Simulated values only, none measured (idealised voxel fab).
The document below concerns the process module designated voxel ribs on slabs.
155 nm wide, 5 nm square cells: that's cross-section cut.
Cross-section format: a grid of square cells, given as bands from top to bottom; each band is one or more rows of cells. Top, bottom (nm), then materials left to right with widths (nm); lone material tagged "edge to edge" fills the whole band edge to edge; "empty" = empty space. Measure heights from 0. That's the level where, below it, the as-received wafer is all one material. The lowest band is bottomless and extends downward; write it as in "top 0, no bottom". Graded width ("30..40"): value in top row of band = first number; value in bottom row = second number; row-to-row change constant. Step marked "stayed the same"? Then no cell in the cross-section changed in it. "Fully enclosed voids": empty spaces of 8 cells or more with no open way to the top, each given as width x height at distance, distance from the left edge, all in nm. The remark found on a step's line after its settings is issued by the simulator itself and pertains to that step. For masked steps, "overlay nm" on the step line gives how far right of plan the mask actually lay; a minus sign means it lay to the left.
Intended process steps:
1) RECEIVE: material Si
2) DIRECTIONAL_DEP: material SiO2, thk nm 30
3) DIRECTIONAL_DEP: material polySi, thk nm 25
4) PATTERN: tone cover, mask id RIB, material resist, width nm 30, thk nm 15, overlay nm 0
5) DIRECTIONAL_ETCH: etch materials polySi, depth nm 10
6) STRIP: etch materials resist
7) MASKED_ETCH: tone cover, mask id SLAB, width nm 60, etch materials polySi, depth nm 15, overlay nm 0
8) FILL_DEP: material SiO2, thk nm 25
9) CMP: height nm 70
10) DIRECTIONAL_DEP: material W, thk nm 10
11) PATTERN: tone cover, mask id HEATER, material resist, width nm 40, thk nm 15, overlay nm 0
12) DIRECTIONAL_ETCH: etch materials W, depth nm 10
13) STRIP: etch materials resist
14) CONFORMAL_DEP: material SiO2, thk nm 10
The first wafer of two, processed as planned:
Wafer as received: cross-section following step 1:
* top 0, no bottom  Si edge to edge
* Fully enclosed voids: none
Cross-sectional representation of the wafer at the conclusion of step 2:
* top 30, bottom 0  SiO2 edge to edge
* Lower than 0, everything is as it was.
Cross-sectional representation of the wafer at the conclusion of step 3:
* top 55, bottom 30  polySi edge to edge
* Lower than 30, everything is as it was.
Cross-sectional representation of the wafer at the conclusion of step 4:
* top 70, bottom 55  60 nm empty / 30 nm resist / 65 nm empty
* Lower than 55, everything is as it was.
Cross-sectional representation of the wafer at the conclusion of step 5:
* top 70, bottom 55  60 nm empty / 30 nm resist / 65 nm empty
* top 55, bottom 45  60 nm empty / 30 nm polySi / 65 nm empty
* Lower than 45, everything is as it was.
Cross-sectional representation of the wafer at the conclusion of step 6:
* top 55, bottom 45  60 nm empty / 30 nm polySi / 65 nm empty
* Lower than 45, everything is as it was.
Cross-sectional representation of the wafer at the conclusion of step 7:
* top 55, bottom 45  60 nm empty / 30 nm polySi / 65 nm empty
* top 45, bottom 30  45 nm empty / 60 nm polySi / 50 nm empty
* Lower than 30, everything is as it was.
Cross-sectional representation of the wafer at the conclusion of step 8:
* top 80, bottom 55  SiO2 edge to edge
* top 55, bottom 45  60 nm SiO2 / 30 nm polySi / 65 nm SiO2
* top 45, bottom 30  45 nm SiO2 / 60 nm polySi / 50 nm SiO2
* Lower than 30, everything is as it was.
Cross-sectional representation of the wafer at the conclusion of step 9:
* top 70, bottom 55  SiO2 edge to edge
* Lower than 55, everything is as it was.
Cross-sectional representation of the wafer at the conclusion of step 10:
* top 80, bottom 70  W edge to edge
* Lower than 70, everything is as it was.
Cross-sectional representation of the wafer at the conclusion of step 11:
* top 95, bottom 80  55 nm empty / 40 nm resist / 60 nm empty
* Lower than 80, everything is as it was.
Cross-sectional representation of the wafer at the conclusion of step 12:
* top 95, bottom 80  55 nm empty / 40 nm resist / 60 nm empty
* top 80, bottom 70  55 nm empty / 40 nm W / 60 nm empty
* Lower than 70, everything is as it was.
Cross-sectional representation of the wafer at the conclusion of step 13:
* top 80, bottom 70  55 nm empty / 40 nm W / 60 nm empty
* Lower than 70, everything is as it was.
Cross-sectional representation of the wafer at the conclusion of step 14:
* top 90, bottom 80  45 nm empty / 60 nm SiO2 / 50 nm empty
* top 80, bottom 70  55 nm SiO2 / 40 nm W / 60 nm SiO2
* Lower than 70, everything is as it was.
Second Wafer (Identical Start and Plan, One Processing Error; Matches First Wafer Through Step 10):
Cross-section, second wafer, at the end time the plan gives for step 11:
* top 95, bottom 80  65 nm empty / 40 nm resist / 50 nm empty
* Lower than 80, everything is as it was.
Cross-section, second wafer, at the end time the plan gives for step 12:
* top 95, bottom 80  65 nm empty / 40 nm resist / 50 nm empty
* top 80, bottom 70  65 nm empty / 40 nm W / 50 nm empty
* Lower than 70, everything is as it was.
Cross-section, second wafer, at the end time the plan gives for step 13:
* top 80, bottom 70  65 nm empty / 40 nm W / 50 nm empty
* Lower than 70, everything is as it was.
Cross-section, second wafer, at the end time the plan gives for step 14:
* top 90, bottom 80  55 nm empty / 60 nm SiO2 / 40 nm empty
* top 80, bottom 70  65 nm SiO2 / 40 nm W / 50 nm SiO2
* Lower than 70, everything is as it was.
It is concluded that the wafer was processed incorrectly with respect to the plan, in that note that step 11 departed from the planned setting and was carried out as PATTERN: tone cover, mask id HEATER, material resist, width nm 40, thk nm 15, overlay nm 10
Heads up: at the end the two wafers have identical cell counts per material, they're just laid out differently.
